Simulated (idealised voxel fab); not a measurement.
process module | voxel released beams
cross-section cut | 255 nm wide | cells 5 nm
A cross-section is a grid of square cells, given in bands from the top down. A band is one or more rows of cells.
Each band's line starts with the height of the band's top and of its bottom, in nm. Then come its materials from left to right, each with its width in nm. One material with "throughout" fills the band from edge to edge. "air" is empty space.
Height 0 is the level under which the wafer as received is all one material. The lowest band goes on downwards, as in "0 down".
A width such as "30 to 40" changes by the same amount from each row of cells to the next, from the band's top row to its bottom row.
"no change" after a step means that no cell of the cross-section changed.
closed voids: empty space of 8 cells or more with no open way to the top, each as width x height at its distance from the left edge, in nm
after a step's settings: what the simulator itself notes on the step
overlay nm, on a step with a mask: how far to the right of its planned place the mask lay; to the left if negative
plan
1 op RECEIVE | material Si
2 op CONFORMAL_DEP | material SiN | thk nm 10
3 op DIRECTIONAL_DEP | material SiO2 | thk nm 10
4 op MASKED_ETCH | tone open | mask id ANCHOR | width nm 45 | etch materials SiO2 | depth nm 10 | overlay nm 0
5 op CONFORMAL_DEP | material TiN | thk nm 15
6 op MASKED_ETCH | tone cover | mask id BEAM | width nm 120 | etch materials TiN | depth nm 15 | overlay nm 0
7 op STRIP | etch materials SiO2
as received, after step 1
  0 down: Si throughout
  closed voids: none
first wafer at the end, as planned
  35 to 25: air 65 | TiN 20 | air 15 | TiN 85 | air 70
  25 to 20: air 65 | TiN 120 | air 70
  20 to 10: air 70 | TiN 45 | air 140
  10 to 0: SiN throughout
  0 down: Si throughout
  closed voids: none
second wafer at the end: like start, like plan, one mistake
  25 to 15: air 65 to 70 | TiN 10 to 5 | air 35 | TiN 75 to 5 | air 70 to 140
  15 to 10: air 70 | TiN 45 | air 140
  10 to 0: SiN throughout
  0 down: Si throughout
  closed voids: none
what went wrong: step 5 ran as: op CONFORMAL_DEP | material TiN | thk nm 5
at the end the second wafer has, in cells: 56 fewer of TiN
